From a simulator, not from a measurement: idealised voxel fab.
process module | voxel fin reveal
cross-section cut | 290 nm wide | cells 5 nm
A cross-section is a grid of square cells, given in bands from the top down. A band is one or more rows of cells.
Each band's line starts with the height of the band's top and of its bottom, in nm. Then come its materials from left to right, each with its width in nm. One material with "throughout" fills the band from edge to edge. "air" is empty space.
Height 0 is the level under which the wafer as received is all one material. The lowest band goes on downwards, as in "0 down".
A width such as "30 to 40" changes by the same amount from each row of cells to the next, from the band's top row to its bottom row.
"no change" after a step means that no cell of the cross-section changed.
closed voids: empty space of 8 cells or more with no open way to the top, each as width x height at its distance from the left edge, in nm
after a step's settings: what the simulator itself notes on the step
overlay nm, on a step with a mask: how far to the right of its planned place the mask lay; to the left if negative
plan
1 op RECEIVE | material Si
2 op CONFORMAL_DEP | material SiN | thk nm 10
3 op DIRECTIONAL_DEP | material aC | thk nm 15
4 op PATTERN | tone cover | mask id FINS | material resist | width nm 15 | pitch nm 35 | thk nm 30 | overlay nm 0
5 op DIRECTIONAL_ETCH | etch materials aC | depth nm 15
6 op STRIP | etch materials resist
7 op DIRECTIONAL_ETCH | etch materials SiN | depth nm 10
8 op DIRECTIONAL_ETCH | etch materials Si | depth nm 35
9 op STRIP | etch materials aC
10 op OXIDIZE | depth nm 5
11 op FILL_DEP | material SiO2 | thk nm 5
12 op CMP | height nm 10
13 op SELECTIVE_ETCH | etch materials SiO2 | depth nm 35
14 op STRIP | etch materials SiN
15 op CONFORMAL_DEP | material SiO2 | thk nm 5
first wafer, as planned
as received, after step 1
  0 down: Si throughout
  closed voids: none
after step 2
  10 to 0: SiN throughout
  below 0: unchanged
after step 3
  25 to 10: aC throughout
  below 10: unchanged
after step 4
  55 to 25: air 85 | resist 15 | air 20 | resist 15 | air 20 | resist 15 | air 20 | resist 15 | air 85
  below 25: unchanged
after step 5
  40 to 25: air 85 | resist 15 | air 20 | resist 15 | air 20 | resist 15 | air 20 | resist 15 | air 85
  25 to 10: air 85 | aC 15 | air 20 | aC 15 | air 20 | aC 15 | air 20 | aC 15 | air 85
  below 10: unchanged
after step 6
  25 to 10: air 85 | aC 15 | air 20 | aC 15 | air 20 | aC 15 | air 20 | aC 15 | air 85
  below 10: unchanged
after step 7
  25 to 10: air 85 | aC 15 | air 20 | aC 15 | air 20 | aC 15 | air 20 | aC 15 | air 85
  10 to 0: air 85 | SiN 15 | air 20 | SiN 15 | air 20 | SiN 15 | air 20 | SiN 15 | air 85
  below 0: unchanged
after step 8
  25 to 10: air 85 | aC 15 | air 20 | aC 15 | air 20 | aC 15 | air 20 | aC 15 | air 85
  10 to 0: air 85 | SiN 15 | air 20 | SiN 15 | air 20 | SiN 15 | air 20 | SiN 15 | air 85
  0 to -35: air 85 | Si 15 | air 20 | Si 15 | air 20 | Si 15 | air 20 | Si 15 | air 85
  below -35: unchanged
after step 9
  10 to 0: air 85 | SiN 15 | air 20 | SiN 15 | air 20 | SiN 15 | air 20 | SiN 15 | air 85
  below 0: unchanged
after step 10
  10 to 0: air 85 | SiN 15 | air 20 | SiN 15 | air 20 | SiN 15 | air 20 | SiN 15 | air 85
  0 to -35: air 85 | SiO2 5 | Si 5 | SiO2 5 | air 20 | SiO2 5 | Si 5 | SiO2 5 | air 20 | SiO2 5 | Si 5 | SiO2 5 | air 20 | SiO2 5 | Si 5 | SiO2 5 | air 85
  -35 to -40: SiO2 90 | Si 5 | SiO2 30 | Si 5 | SiO2 30 | Si 5 | SiO2 30 | Si 5 | SiO2 90
  below -40: unchanged
after step 11
  15 to 10: SiO2 throughout
  10 to 0: SiO2 85 | SiN 15 | SiO2 20 | SiN 15 | SiO2 20 | SiN 15 | SiO2 20 | SiN 15 | SiO2 85
  0 to -40: SiO2 90 | Si 5 | SiO2 30 | Si 5 | SiO2 30 | Si 5 | SiO2 30 | Si 5 | SiO2 90
  below -40: unchanged
after step 12
  10 to 0: SiO2 85 | SiN 15 | SiO2 20 | SiN 15 | SiO2 20 | SiN 15 | SiO2 20 | SiN 15 | SiO2 85
  below 0: unchanged
after step 13
  10 to 0: air 85 | SiN 15 | air 20 | SiN 15 | air 20 | SiN 15 | air 20 | SiN 15 | air 85
  0 to -25: air 90 | Si 5 | air 30 | Si 5 | air 30 | Si 5 | air 30 | Si 5 | air 90
  below -25: unchanged
after step 14
  0 to -25: air 90 | Si 5 | air 30 | Si 5 | air 30 | Si 5 | air 30 | Si 5 | air 90
  below -25: unchanged
after step 15
  5 to 0: air 85 | SiO2 15 | air 20 | SiO2 15 | air 20 | SiO2 15 | air 20 | SiO2 15 | air 85
  0 to -20: air 85 | SiO2 5 | Si 5 | SiO2 5 | air 20 | SiO2 5 | Si 5 | SiO2 5 | air 20 | SiO2 5 | Si 5 | SiO2 5 | air 20 | SiO2 5 | Si 5 | SiO2 5 | air 85
  -20 to -40: SiO2 90 | Si 5 | SiO2 30 | Si 5 | SiO2 30 | Si 5 | SiO2 30 | Si 5 | SiO2 90
  below -40: unchanged
second wafer: like start, like plan, one mistake. Through step 7 it matches the first wafer
when step 8 should have ended
  25 to 10: air 85 | aC 15 | air 20 | aC 15 | air 20 | aC 15 | air 20 | aC 15 | air 85
  10 to 0: air 85 | SiN 15 | air 20 | SiN 15 | air 20 | SiN 15 | air 20 | SiN 15 | air 85
  0 to -45: air 85 | Si 15 | air 20 | Si 15 | air 20 | Si 15 | air 20 | Si 15 | air 85
  below -45: unchanged
when step 9 should have ended
  10 to 0: air 85 | SiN 15 | air 20 | SiN 15 | air 20 | SiN 15 | air 20 | SiN 15 | air 85
  below 0: unchanged
when step 10 should have ended
  10 to 0: air 85 | SiN 15 | air 20 | SiN 15 | air 20 | SiN 15 | air 20 | SiN 15 | air 85
  0 to -45: air 85 | SiO2 5 | Si 5 | SiO2 5 | air 20 | SiO2 5 | Si 5 | SiO2 5 | air 20 | SiO2 5 | Si 5 | SiO2 5 | air 20 | SiO2 5 | Si 5 | SiO2 5 | air 85
  -45 to -50: SiO2 90 | Si 5 | SiO2 30 | Si 5 | SiO2 30 | Si 5 | SiO2 30 | Si 5 | SiO2 90
  below -50: unchanged
when step 11 should have ended
  15 to 10: SiO2 throughout
  10 to 0: SiO2 85 | SiN 15 | SiO2 20 | SiN 15 | SiO2 20 | SiN 15 | SiO2 20 | SiN 15 | SiO2 85
  0 to -50: SiO2 90 | Si 5 | SiO2 30 | Si 5 | SiO2 30 | Si 5 | SiO2 30 | Si 5 | SiO2 90
  below -50: unchanged
when step 12 should have ended
  10 to 0: SiO2 85 | SiN 15 | SiO2 20 | SiN 15 | SiO2 20 | SiN 15 | SiO2 20 | SiN 15 | SiO2 85
  below 0: unchanged
when step 13 should have ended
  10 to 0: air 85 | SiN 15 | air 20 | SiN 15 | air 20 | SiN 15 | air 20 | SiN 15 | air 85
  0 to -25: air 90 | Si 5 | air 30 | Si 5 | air 30 | Si 5 | air 30 | Si 5 | air 90
  below -25: unchanged
when step 14 should have ended
  0 to -25: air 90 | Si 5 | air 30 | Si 5 | air 30 | Si 5 | air 30 | Si 5 | air 90
  below -25: unchanged
when step 15 should have ended
  5 to 0: air 85 | SiO2 15 | air 20 | SiO2 15 | air 20 | SiO2 15 | air 20 | SiO2 15 | air 85
  0 to -20: air 85 | SiO2 5 | Si 5 | SiO2 5 | air 20 | SiO2 5 | Si 5 | SiO2 5 | air 20 | SiO2 5 | Si 5 | SiO2 5 | air 20 | SiO2 5 | Si 5 | SiO2 5 | air 85
  -20 to -50: SiO2 90 | Si 5 | SiO2 30 | Si 5 | SiO2 30 | Si 5 | SiO2 30 | Si 5 | SiO2 90
  below -50: unchanged
what went wrong: step 8 ran as: op DIRECTIONAL_ETCH | etch materials Si | depth nm 45
at the end the second wafer has, in cells: 108 fewer of Si | 108 more of SiO2
